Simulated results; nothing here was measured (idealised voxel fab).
Name of the process module below: voxel self aligned vias
Section cut is 165 nm wide and gridded with 5 nm square cells.
Cross-sections here: square-cell grids, written as top-down lists of bands, a band being one or more rows of cells. This entry defines a band. It first specifies the height of the band's top and the height of its bottom in nm, and then specifies the band's materials from left to right, stating each material with its width in nm. The word "all across" identifies a single material that fills the band from edge to edge, while the word "empty" identifies empty space. All heights in this document are referenced to 0, defined as the level beneath which the wafer, as received, consists entirely of one material. The lowest band is not bounded below; it extends indefinitely downward and is written in the form "top 0, no bottom". The notation "30 to 40" denotes a width that varies across the rows of cells in the band, beginning at the first number in the top row, finishing at the second number in the bottom row, and changing by an identical amount from each row to the next. "stayed the same" for a step: no cell of the cross-section changed in that step. "Closed void table" specifies each empty space that is not open to the top and that occupies no fewer than 8 cells, using the form width x height at distance, the distance measured from the left edge and all three quantities in nm. Step line, after settings: the simulator's comment on this step. "overlay nm" denotes, for a step that has a mask, the displacement of the mask to the right of its planned place, with negative values corresponding to the left.

## Steps planned for the process
step 1: RECEIVE (material Si)
step 2: CONFORMAL_DEP (material SiO2; thk nm 15)
step 3: CONFORMAL_DEP (material SiCN; thk nm 5)
step 4: DIRECTIONAL_DEP (material lowk; thk nm 20)
step 5: PATTERN (tone open; mask id LINES; material resist; width nm 20; pitch nm 60; thk nm 15; overlay nm 0)
step 6: DIRECTIONAL_ETCH (etch materials lowk; depth nm 20)
step 7: STRIP (etch materials resist)
step 8: CONFORMAL_DEP (material TiN; thk nm 5)
step 9: FILL_DEP (material Ru; thk nm 10)
step 10: CMP (height nm 40)
step 11: SELECTIVE_ETCH (etch materials W Ru TiN; depth nm 5)
step 12: FILL_DEP (material SiN; thk nm 10)
step 13: CMP (height nm 30)
step 14: DIRECTIONAL_DEP (material lowk; thk nm 20)
step 15: MASKED_ETCH (tone open; mask id VIAS; width nm 40; etch materials lowk; depth nm 20; overlay nm 0)
step 16: MASKED_ETCH (tone open; mask id VIAS; width nm 40; etch materials SiN; depth nm 5; overlay nm 0)
step 17: CONFORMAL_DEP (material TiN; thk nm 5)
step 18: FILL_DEP (material W; thk nm 10)
step 19: CMP (height nm 60)
step 20: CONFORMAL_DEP (material SiCN; thk nm 5)
For clarity, it should be stated that the wafers under discussion commence in an identical condition and differ with respect to the height nm of step 13, the plan indicating the value that the first wafer had.

## Cross-section, first of several wafers, as delivered after step 1
  top 0, no bottom: Si all across
  Closed void table: none

## Take any row and you have a wafer at the end of the module: how many cells of each material it has gained (+) or lost (-) since it was received, and then its closed voids
height nm 30; +4 Ru; +66 SiCN; +99 SiO2; +53 TiN; +57 W; +150 lowk; Closed void table: none
height nm 35; +8 Ru; +66 SiCN; +99 SiO2; +57 TiN; +24 W; +175 lowk; Closed void table: none
height nm 40; +8 Ru; +66 SiCN; +4 SiN; +99 SiO2; +32 TiN; +20 W; +200 lowk; Closed void table: none
height nm 45; +8 Ru; +66 SiCN; +33 SiN; +99 SiO2; +30 TiN; +18 W; +175 lowk; Closed void table: none
height nm 50; +8 Ru; +66 SiCN; +66 SiN; +99 SiO2; +28 TiN; +12 W; +150 lowk; Closed void table: none
